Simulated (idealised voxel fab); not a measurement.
The process module presented herein is designated voxel tone inversion.
Pictured: cross-section cut, 145 nm wide, on a grid of 5 nm square cells.
Think of the cross-section as a grid of square cells. We describe it in bands, top to bottom, and each band covers one or more rows of those cells.
First you get the band's top height and its bottom height, in nm, and then the materials it's made of, left to right, with each width in nm. If you see a single material with "full width", that one covers the band edge to edge. "blank" is empty space.
Where do heights start? At 0: under that level the wafer as delivered is made of one material only. And the lowest band has no floor; it just carries on downward, as in "0 and below".
Per-row width for "30..40": begins at first number (top row of band), ends at second number (bottom row), increment between rows held constant.
The designation "all unchanged", where it is given for a processing step, indicates that no cell of the cross-section was altered in the course of that step.
"Sealed void listing" - sealed voids, min. 8 cells, no opening to top; format: width x height at distance (distance from left edge; nm throughout).
On each step's line, the part that comes after the settings is the simulator's own comment on the step.
When a step includes a mask, the "overlay nm" setting on its line states how far to the right of its planned place that mask lay, and negative values state how far to the left.

Set out below are the planned steps of the process:
step 1: RECEIVE with material Si
step 2: CONFORMAL_DEP with material SiCN, thk nm 10
step 3: DIRECTIONAL_DEP with material polySi, thk nm 15
step 4: PATTERN with tone cover, mask id POSTS, material resist, width nm 20, pitch nm 40, thk nm 25, overlay nm 0
step 5: DIRECTIONAL_ETCH with etch materials polySi, depth nm 15
step 6: STRIP with etch materials resist
step 7: FILL_DEP with material lowk, thk nm 5
step 8: CMP with height nm 25
step 9: STRIP with etch materials polySi
step 10: CONFORMAL_DEP with material TiN, thk nm 5
step 11: FILL_DEP with material Cu, thk nm 10
step 12: CMP with height nm 25
step 13: CONFORMAL_DEP with material SiN, thk nm 5

Below: the first of two wafers, run as planned:

As-received state of the wafer in cross-section, equivalent to post-step 1:
    0 and below: Si full width
    Sealed void listing: none

Wafer after step 2 (cross-section):
    10 down to 0: SiCN full width
    All layers under 0 are left as they were.

Wafer after step 3 (cross-section):
    25 down to 10: polySi full width
    All layers under 10 are left as they were.

Wafer after step 4 (cross-section):
    50 down to 25: 20 of blank; 20 of resist; 20 of blank; 20 of resist; 20 of blank; 20 of resist; 25 of blank
    All layers under 25 are left as they were.

Wafer after step 5 (cross-section):
    50 down to 25: 20 of blank; 20 of resist; 20 of blank; 20 of resist; 20 of blank; 20 of resist; 25 of blank
    25 down to 10: 20 of blank; 20 of polySi; 20 of blank; 20 of polySi; 20 of blank; 20 of polySi; 25 of blank
    All layers under 10 are left as they were.

Wafer after step 6 (cross-section):
    25 down to 10: 20 of blank; 20 of polySi; 20 of blank; 20 of polySi; 20 of blank; 20 of polySi; 25 of blank
    All layers under 10 are left as they were.

Wafer after step 7 (cross-section):
    30 down to 25: lowk full width
    25 down to 10: 20 of lowk; 20 of polySi; 20 of lowk; 20 of polySi; 20 of lowk; 20 of polySi; 25 of lowk
    All layers under 10 are left as they were.

Wafer after step 8 (cross-section):
    25 down to 10: 20 of lowk; 20 of polySi; 20 of lowk; 20 of polySi; 20 of lowk; 20 of polySi; 25 of lowk
    All layers under 10 are left as they were.

Wafer after step 9 (cross-section):
    25 down to 10: 20 of lowk; 20 of blank; 20 of lowk; 20 of blank; 20 of lowk; 20 of blank; 25 of lowk
    All layers under 10 are left as they were.

Wafer after step 10 (cross-section):
    30 down to 25: 25 of TiN; 10 of blank; 30 of TiN; 10 of blank; 30 of TiN; 10 of blank; 30 of TiN
    25 down to 15: 20 of lowk; 5 of TiN; 10 of blank; 5 of TiN; 20 of lowk; 5 of TiN; 10 of blank; 5 of TiN; 20 of lowk; 5 of TiN; 10 of blank; 5 of TiN; 25 of lowk
    15 down to 10: 20 of lowk; 20 of TiN; 20 of lowk; 20 of TiN; 20 of lowk; 20 of TiN; 25 of lowk
    All layers under 10 are left as they were.

Wafer after step 11 (cross-section):
    40 down to 30: Cu full width
    30 down to 25: 25 of TiN; 10 of Cu; 30 of TiN; 10 of Cu; 30 of TiN; 10 of Cu; 30 of TiN
    25 down to 15: 20 of lowk; 5 of TiN; 10 of Cu; 5 of TiN; 20 of lowk; 5 of TiN; 10 of Cu; 5 of TiN; 20 of lowk; 5 of TiN; 10 of Cu; 5 of TiN; 25 of lowk
    All layers under 15 are left as they were.

Wafer after step 12 (cross-section):
    25 down to 15: 20 of lowk; 5 of TiN; 10 of Cu; 5 of TiN; 20 of lowk; 5 of TiN; 10 of Cu; 5 of TiN; 20 of lowk; 5 of TiN; 10 of Cu; 5 of TiN; 25 of lowk
    All layers under 15 are left as they were.

Wafer after step 13 (cross-section):
    30 down to 25: SiN full width
    All layers under 25 are left as they were.

The Second Wafer: Common Origin and Plan, One Mistake in Execution, Identical to the First Through Step 3:

Second wafer at the planned finish of step 4, seen in cross-section:
    50 down to 25: 20 of resist; 20 of blank; 20 of resist; 20 of blank; 20 of resist; 20 of blank; 25 of resist
    All layers under 25 are left as they were.

Second wafer at the planned finish of step 5, seen in cross-section:
    50 down to 25: 20 of resist; 20 of blank; 20 of resist; 20 of blank; 20 of resist; 20 of blank; 25 of resist
    25 down to 10: 20 of polySi; 20 of blank; 20 of polySi; 20 of blank; 20 of polySi; 20 of blank; 25 of polySi
    All layers under 10 are left as they were.

Second wafer at the planned finish of step 6, seen in cross-section:
    25 down to 10: 20 of polySi; 20 of blank; 20 of polySi; 20 of blank; 20 of polySi; 20 of blank; 25 of polySi
    All layers under 10 are left as they were.

Second wafer at the planned finish of step 7, seen in cross-section:
    30 down to 25: lowk full width
    25 down to 10: 20 of polySi; 20 of lowk; 20 of polySi; 20 of lowk; 20 of polySi; 20 of lowk; 25 of polySi
    All layers under 10 are left as they were.

Second wafer at the planned finish of step 8, seen in cross-section:
    25 down to 10: 20 of polySi; 20 of lowk; 20 of polySi; 20 of lowk; 20 of polySi; 20 of lowk; 25 of polySi
    All layers under 10 are left as they were.

Second wafer at the planned finish of step 9, seen in cross-section:
    25 down to 10: 20 of blank; 20 of lowk; 20 of blank; 20 of lowk; 20 of blank; 20 of lowk; 25 of blank
    All layers under 10 are left as they were.

Second wafer at the planned finish of step 10, seen in cross-section:
    30 down to 25: 15 of blank; 30 of TiN; 10 of blank; 30 of TiN; 10 of blank; 30 of TiN; 20 of blank
    25 down to 15: 15 of blank; 5 of TiN; 20 of lowk; 5 of TiN; 10 of blank; 5 of TiN; 20 of lowk; 5 of TiN; 10 of blank; 5 of TiN; 20 of lowk; 5 of TiN; 20 of blank
    15 down to 10: 20 of TiN; 20 of lowk; 20 of TiN; 20 of lowk; 20 of TiN; 20 of lowk; 25 of TiN
    All layers under 10 are left as they were.

Second wafer at the planned finish of step 11, seen in cross-section:
    40 down to 30: Cu full width
    30 down to 25: 15 of Cu; 30 of TiN; 10 of Cu; 30 of TiN; 10 of Cu; 30 of TiN; 20 of Cu
    25 down to 15: 15 of Cu; 5 of TiN; 20 of lowk; 5 of TiN; 10 of Cu; 5 of TiN; 20 of lowk; 5 of TiN; 10 of Cu; 5 of TiN; 20 of lowk; 5 of TiN; 20 of Cu
    All layers under 15 are left as they were.

Second wafer at the planned finish of step 12, seen in cross-section:
    25 down to 15: 15 of Cu; 5 of TiN; 20 of lowk; 5 of TiN; 10 of Cu; 5 of TiN; 20 of lowk; 5 of TiN; 10 of Cu; 5 of TiN; 20 of lowk; 5 of TiN; 20 of Cu
    All layers under 15 are left as they were.

Second wafer at the planned finish of step 13, seen in cross-section:
    30 down to 25: SiN full width
    All layers under 25 are left as they were.
In executing the process, a mistake was made relative to the plan: in deviation from the planned setting, step 4 was conducted as PATTERN with tone open, mask id POSTS, material resist, width nm 20, pitch nm 40, thk nm 25, overlay nm 0
Counted in cells at the end, the second wafer holds more or fewer of these materials than the first: Cu +10; TiN +5; lowk -15
